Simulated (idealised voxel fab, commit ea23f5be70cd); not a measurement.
Documented hereafter: the process module known as voxel self aligned vias.
For reference, the cross-section in this document is cut, with width 185 nm and square cells of 5 nm.
A cross-section is written here as square cells arranged in a grid, and it is given in bands from the top down, each band taking up one or more rows of cells. Band: top and bottom heights (nm) first, top before bottom; then materials from left to right, widths in nm. "throughout" marks a sole material filling the band edge to edge. "empty" denotes empty space. Heights from 0 (as-received wafer is one material below). Bottom band endless downward, as "from 0 down". The notation "30..40" denotes a width that varies across the rows of cells in the band, beginning at the first number in the top row, finishing at the second number in the bottom row, and changing by an identical amount from each row to the next. When a step is marked "nothing got changed", none of the cells in the cross-section changed during that step. Empty spaces without an open route to the top, at least 8 cells in extent, make up the entry "Voids, fully enclosed"; each is given as width x height at distance, where the distance is measured from the left edge, and all are in nm. Post-settings text on a step line: simulator's own remark regarding the step. overlay nm: mask right of planned place by this much (step with mask). Neg. = left.
Set out below are the planned steps of the process
1) RECEIVE, material Si
2) CONFORMAL_DEP, material SiO2, thk nm 10
3) CONFORMAL_DEP, material SiCN, thk nm 5
4) DIRECTIONAL_DEP, material SiO2, thk nm 30
5) PATTERN, tone open, mask id LINES, material resist, width nm 20, pitch nm 55, thk nm 15, overlay nm 0
6) DIRECTIONAL_ETCH, etch materials SiO2, depth nm 30
7) STRIP, etch materials resist
8) CONFORMAL_DEP, material TiN, thk nm 5
9) FILL_DEP, material Ru, thk nm 10
10) CMP, height nm 45
11) SELECTIVE_ETCH, etch materials W Ru TiN, depth nm 5
12) FILL_DEP, material SiN, thk nm 10
13) CMP, height nm 45
14) DIRECTIONAL_DEP, material SiO2, thk nm 15
15) PATTERN, tone open, mask id VIAS, material resist, width nm 30, pitch nm 55, thk nm 20, overlay nm 0
16) DIRECTIONAL_ETCH, etch materials SiO2, depth nm 15
17) DIRECTIONAL_ETCH, etch materials SiN, depth nm 5
18) STRIP, etch materials resist
19) CONFORMAL_DEP, material TiN, thk nm 5
20) FILL_DEP, material Cu, thk nm 10
21) CMP, height nm 60
22) CONFORMAL_DEP, material SiN, thk nm 5
First of two wafers, with the run carried out as planned
Step 1 complete: cross-section of the wafer as received
    from 0 down = Si throughout
    Voids, fully enclosed: none
The wafer in cross-section once step 2 is complete
    from 10 to 0 = SiO2 throughout
    Anything lower than 0 is untouched.
The wafer in cross-section once step 3 is complete
    from 15 to 10 = SiCN throughout
    Anything lower than 10 is untouched.
The wafer in cross-section once step 4 is complete
    from 45 to 15 = SiO2 throughout
    Anything lower than 15 is untouched.
The wafer in cross-section once step 5 is complete
    from 60 to 45 = 55 nm resist  20 nm empty  35 nm resist  20 nm empty  55 nm resist
    Anything lower than 45 is untouched.
The wafer in cross-section once step 6 is complete
    from 60 to 45 = 55 nm resist  20 nm empty  35 nm resist  20 nm empty  55 nm resist
    from 45 to 15 = 55 nm SiO2  20 nm empty  35 nm SiO2  20 nm empty  55 nm SiO2
    Anything lower than 15 is untouched.
The wafer in cross-section once step 7 is complete
    from 45 to 15 = 55 nm SiO2  20 nm empty  35 nm SiO2  20 nm empty  55 nm SiO2
    Anything lower than 15 is untouched.
The wafer in cross-section once step 8 is complete
    from 50 to 45 = 60 nm TiN  10 nm empty  45 nm TiN  10 nm empty  60 nm TiN
    from 45 to 20 = 55 nm SiO2  5 nm TiN  10 nm empty  5 nm TiN  35 nm SiO2  5 nm TiN  10 nm empty  5 nm TiN  55 nm SiO2
    from 20 to 15 = 55 nm SiO2  20 nm TiN  35 nm SiO2  20 nm TiN  55 nm SiO2
    Anything lower than 15 is untouched.
The wafer in cross-section once step 9 is complete
    from 60 to 50 = Ru throughout
    from 50 to 45 = 60 nm TiN  10 nm Ru  45 nm TiN  10 nm Ru  60 nm TiN
    from 45 to 20 = 55 nm SiO2  5 nm TiN  10 nm Ru  5 nm TiN  35 nm SiO2  5 nm TiN  10 nm Ru  5 nm TiN  55 nm SiO2
    Anything lower than 20 is untouched.
The wafer in cross-section once step 10 is complete
    from 45 to 20 = 55 nm SiO2  5 nm TiN  10 nm Ru  5 nm TiN  35 nm SiO2  5 nm TiN  10 nm Ru  5 nm TiN  55 nm SiO2
    Anything lower than 20 is untouched.
The wafer in cross-section once step 11 is complete
    from 45 to 40 = 55 nm SiO2  20 nm empty  35 nm SiO2  20 nm empty  55 nm SiO2
    Anything lower than 40 is untouched.
The wafer in cross-section once step 12 is complete
    from 55 to 45 = SiN throughout
    from 45 to 40 = 55 nm SiO2  20 nm SiN  35 nm SiO2  20 nm SiN  55 nm SiO2
    Anything lower than 40 is untouched.
The wafer in cross-section once step 13 is complete
    from 45 to 40 = 55 nm SiO2  20 nm SiN  35 nm SiO2  20 nm SiN  55 nm SiO2
    Anything lower than 40 is untouched.
The wafer in cross-section once step 14 is complete
    from 60 to 45 = SiO2 throughout
    Anything lower than 45 is untouched.
The wafer in cross-section once step 15 is complete
    from 80 to 60 = 50 nm resist  30 nm empty  25 nm resist  30 nm empty  50 nm resist
    Anything lower than 60 is untouched.
The wafer in cross-section once step 16 is complete
    from 80 to 60 = 50 nm resist  30 nm empty  25 nm resist  30 nm empty  50 nm resist
    from 60 to 45 = 50 nm SiO2  30 nm empty  25 nm SiO2  30 nm empty  50 nm SiO2
    Anything lower than 45 is untouched.
The wafer in cross-section once step 17 is complete
    from 80 to 60 = 50 nm resist  30 nm empty  25 nm resist  30 nm empty  50 nm resist
    from 60 to 45 = 50 nm SiO2  30 nm empty  25 nm SiO2  30 nm empty  50 nm SiO2
    from 45 to 40 = 55 nm SiO2  20 nm empty  35 nm SiO2  20 nm empty  55 nm SiO2
    Anything lower than 40 is untouched.
The wafer in cross-section once step 18 is complete
    from 60 to 45 = 50 nm SiO2  30 nm empty  25 nm SiO2  30 nm empty  50 nm SiO2
    Anything lower than 45 is untouched.
The wafer in cross-section once step 19 is complete
    from 65 to 60 = 55 nm TiN  20 nm empty  35 nm TiN  20 nm empty  55 nm TiN
    from 60 to 50 = 50 nm SiO2  5 nm TiN  20 nm empty  5 nm TiN  25 nm SiO2  5 nm TiN  20 nm empty  5 nm TiN  50 nm SiO2
    from 50 to 45 = 50 nm SiO2  10 nm TiN  10 nm empty  10 nm TiN  25 nm SiO2  10 nm TiN  10 nm empty  10 nm TiN  50 nm SiO2
    from 45 to 40 = 55 nm SiO2  20 nm TiN  35 nm SiO2  20 nm TiN  55 nm SiO2
    Anything lower than 40 is untouched.
The wafer in cross-section once step 20 is complete
    from 75 to 65 = Cu throughout
    from 65 to 60 = 55 nm TiN  20 nm Cu  35 nm TiN  20 nm Cu  55 nm TiN
    from 60 to 50 = 50 nm SiO2  5 nm TiN  20 nm Cu  5 nm TiN  25 nm SiO2  5 nm TiN  20 nm Cu  5 nm TiN  50 nm SiO2
    from 50 to 45 = 50 nm SiO2  10 nm TiN  10 nm Cu  10 nm TiN  25 nm SiO2  10 nm TiN  10 nm Cu  10 nm TiN  50 nm SiO2
    Anything lower than 45 is untouched.
The wafer in cross-section once step 21 is complete
    from 60 to 50 = 50 nm SiO2  5 nm TiN  20 nm Cu  5 nm TiN  25 nm SiO2  5 nm TiN  20 nm Cu  5 nm TiN  50 nm SiO2
    Anything lower than 50 is untouched.
The wafer in cross-section once step 22 is complete
    from 65 to 60 = SiN throughout
    Anything lower than 60 is untouched.
Second wafer: same start and same plan as the first, one execution error; identical to the first through step 10
Second wafer, sectioned view, at step 11's planned end time
    from 45 to 30 = 55 nm SiO2  20 nm empty  35 nm SiO2  20 nm empty  55 nm SiO2
    Anything lower than 30 is untouched.
Second wafer, sectioned view, at step 12's planned end time
    from 55 to 45 = SiN throughout
    from 45 to 30 = 55 nm SiO2  20 nm SiN  35 nm SiO2  20 nm SiN  55 nm SiO2
    Anything lower than 30 is untouched.
Second wafer, sectioned view, at step 13's planned end time
    from 45 to 30 = 55 nm SiO2  20 nm SiN  35 nm SiO2  20 nm SiN  55 nm SiO2
    Anything lower than 30 is untouched.
Second wafer, sectioned view, at step 14's planned end time
    from 60 to 45 = SiO2 throughout
    Anything lower than 45 is untouched.
Second wafer, sectioned view, at step 15's planned end time
    from 80 to 60 = 50 nm resist  30 nm empty  25 nm resist  30 nm empty  50 nm resist
    Anything lower than 60 is untouched.
Second wafer, sectioned view, at step 16's planned end time
    from 80 to 60 = 50 nm resist  30 nm empty  25 nm resist  30 nm empty  50 nm resist
    from 60 to 45 = 50 nm SiO2  30 nm empty  25 nm SiO2  30 nm empty  50 nm SiO2
    Anything lower than 45 is untouched.
Second wafer, sectioned view, at step 17's planned end time
    from 80 to 60 = 50 nm resist  30 nm empty  25 nm resist  30 nm empty  50 nm resist
    from 60 to 45 = 50 nm SiO2  30 nm empty  25 nm SiO2  30 nm empty  50 nm SiO2
    from 45 to 40 = 55 nm SiO2  20 nm empty  35 nm SiO2  20 nm empty  55 nm SiO2
    Anything lower than 40 is untouched.
Second wafer, sectioned view, at step 18's planned end time
    from 60 to 45 = 50 nm SiO2  30 nm empty  25 nm SiO2  30 nm empty  50 nm SiO2
    Anything lower than 45 is untouched.
Second wafer, sectioned view, at step 19's planned end time
    from 65 to 60 = 55 nm TiN  20 nm empty  35 nm TiN  20 nm empty  55 nm TiN
    from 60 to 50 = 50 nm SiO2  5 nm TiN  20 nm empty  5 nm TiN  25 nm SiO2  5 nm TiN  20 nm empty  5 nm TiN  50 nm SiO2
    from 50 to 45 = 50 nm SiO2  10 nm TiN  10 nm empty  10 nm TiN  25 nm SiO2  10 nm TiN  10 nm empty  10 nm TiN  50 nm SiO2
    from 45 to 40 = 55 nm SiO2  20 nm TiN  35 nm SiO2  20 nm TiN  55 nm SiO2
    Anything lower than 40 is untouched.
Second wafer, sectioned view, at step 20's planned end time
    from 75 to 65 = Cu throughout
    from 65 to 60 = 55 nm TiN  20 nm Cu  35 nm TiN  20 nm Cu  55 nm TiN
    from 60 to 50 = 50 nm SiO2  5 nm TiN  20 nm Cu  5 nm TiN  25 nm SiO2  5 nm TiN  20 nm Cu  5 nm TiN  50 nm SiO2
    from 50 to 45 = 50 nm SiO2  10 nm TiN  10 nm Cu  10 nm TiN  25 nm SiO2  10 nm TiN  10 nm Cu  10 nm TiN  50 nm SiO2
    Anything lower than 45 is untouched.
Second wafer, sectioned view, at step 21's planned end time
    from 60 to 50 = 50 nm SiO2  5 nm TiN  20 nm Cu  5 nm TiN  25 nm SiO2  5 nm TiN  20 nm Cu  5 nm TiN  50 nm SiO2
    Anything lower than 50 is untouched.
Second wafer, sectioned view, at step 22's planned end time
    from 65 to 60 = SiN throughout
    Anything lower than 60 is untouched.
Diagnosis: the process deviated at step 11: the operation and settings actually run there were SELECTIVE_ETCH, etch materials W Ru TiN, depth nm 15
at the end the second wafer has, in cells: 8 fewer of Ru | 16 more of SiN | 8 fewer of TiN
